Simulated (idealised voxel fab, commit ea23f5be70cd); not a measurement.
process module | voxel self aligned vias
cross-section cut | 210 nm wide | cells 5 nm
A cross-section is a grid of square cells, given in bands from the top down. A band is one or more rows of cells.
Each band's line starts with the height of the band's top and of its bottom, in nm. Then come its materials from left to right, each with its width in nm. One material with "throughout" fills the band from edge to edge. "air" is empty space.
Height 0 is the level under which the wafer as received is all one material. The lowest band goes on downwards, as in "0 down".
A width such as "30 to 40" changes by the same amount from each row of cells to the next, from the band's top row to its bottom row.
"no change" after a step means that no cell of the cross-section changed.
closed voids: empty space of 8 cells or more with no open way to the top, each as width x height at its distance from the left edge, in nm
after a step's settings: what the simulator itself notes on the step
overlay nm, on a step with a mask: how far to the right of its planned place the mask lay; to the left if negative
plan
1 op RECEIVE | material Si
2 op CONFORMAL_DEP | material SiO2 | thk nm 15
3 op CONFORMAL_DEP | material SiCN | thk nm 5
4 op DIRECTIONAL_DEP | material SiO2 | thk nm 20
5 op PATTERN | tone open | mask id LINES | material resist | width nm 30 | pitch nm 80 | thk nm 15 | overlay nm 0
6 op DIRECTIONAL_ETCH | etch materials SiO2 | depth nm 20
7 op STRIP | etch materials resist
8 op CONFORMAL_DEP | material TiN | thk nm 5
9 op FILL_DEP | material Ru | thk nm 5
10 op CMP | height nm 40
11 op SELECTIVE_ETCH | etch materials W Ru TiN | depth nm 5
12 op FILL_DEP | material SiN | thk nm 10
13 op CMP | height nm 40
14 op DIRECTIONAL_DEP | material SiO2 | thk nm 15
15 op MASKED_ETCH | tone open | mask id VIAS | width nm 50 | pitch nm 80 | etch materials SiO2 | depth nm 15 | overlay nm 0
16 op MASKED_ETCH | tone open | mask id VIAS | width nm 50 | pitch nm 80 | etch materials SiN | depth nm 5 | overlay nm 0
17 op CONFORMAL_DEP | material TiN | thk nm 5
18 op FILL_DEP | material Cu | thk nm 5
19 op CMP | height nm 55
20 op CONFORMAL_DEP | material SiCN | thk nm 5
as received, after step 1
  0 down: Si throughout
  closed voids: none
a wafer at the end: this start, this plan, one mistake
  60 to 55: SiCN throughout
  55 to 45: SiO2 40 | TiN 5 | Cu 40 | TiN 5 | SiO2 30 | TiN 5 | Cu 40 | TiN 5 | SiO2 40
  45 to 40: SiO2 40 | TiN 50 | SiO2 30 | TiN 50 | SiO2 40
  40 to 20: Cu throughout
  20 to 15: SiCN throughout
  15 to 0: SiO2 throughout
  0 down: Si throughout
  closed voids: none
what went wrong: step 4 ran as: op DIRECTIONAL_DEP | material Cu | thk nm 20
